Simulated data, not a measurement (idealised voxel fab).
The process module that follows is named voxel tone inversion.
This is section cut - it's 180 nm across, gridded in 5 nm square cells.
For the purposes of this document, a cross-section shall be understood as a grid of square cells, specified as bands listed in top-to-bottom order, each band consisting of one or more rows of cells. Heads up on the band format: heights come first, top then bottom, in nm. After that it's the materials left to right, each with its width in nm. A single material flagged "all across" fills the whole band edge to edge, and "blank" means there's empty space there. Basically, 0 is our baseline, since under it the wafer straight out of the box is all one material. The bottom band has no lower end and keeps on going down, so it looks like "z 0 and below". Width spec "30 to 40" -> top row of cells at first value, bottom row at second value, equal per-row change in between. What does "nothing different" mean for a step? It means no cell of the cross-section changed in that step. If an empty space has no open way to the top and is at least 8 cells in size, "Encapsulated voids" lists it, written width x height at distance, where distance is measured from the left edge and every value is in nm. after a step's settings: what the simulator itself notes on the step. Regarding "overlay nm": on a step with a mask, it is the distance the mask lay to the right of its planned place; a negative value places it to the left.
Steps planned for the process:
1 RECEIVE, material Si
2 CONFORMAL_DEP, material SiN, thk nm 5
3 DIRECTIONAL_DEP, material aC, thk nm 15
4 PATTERN, tone cover, mask id POSTS, material resist, width nm 15, pitch nm 40, thk nm 20, overlay nm 0
5 DIRECTIONAL_ETCH, etch materials aC, depth nm 15
6 STRIP, etch materials resist
7 FILL_DEP, material SiO2, thk nm 5
8 CMP, height nm 20
9 STRIP, etch materials aC
Step 1 complete: cross-section of the wafer as received:
- z 0 and below  Si all across
- Encapsulated voids: none
First of two wafers, end-of-module section, run followed plan:
- z 20 to 5  40 of SiO2  15 of blank  25 of SiO2  15 of blank  25 of SiO2  15 of blank  45 of SiO2
- z 5 to 0  SiN all across
- z 0 and below  Si all across
- Encapsulated voids: none
End of module, second wafer, cross-section. Started like the first, planned like the first, run with one mistake:
- z 20 to 5  SiO2 all across
- z 5 to 0  SiN all across
- z 0 and below  Si all across
- Encapsulated voids: none
Plan not followed: not per plan at step 3, really ran DIRECTIONAL_DEP, material SiO2, thk nm 15
Upon completion, the second wafer contains, in terms of cells, a greater or smaller amount of certain materials than the first wafer: 27 more of SiO2
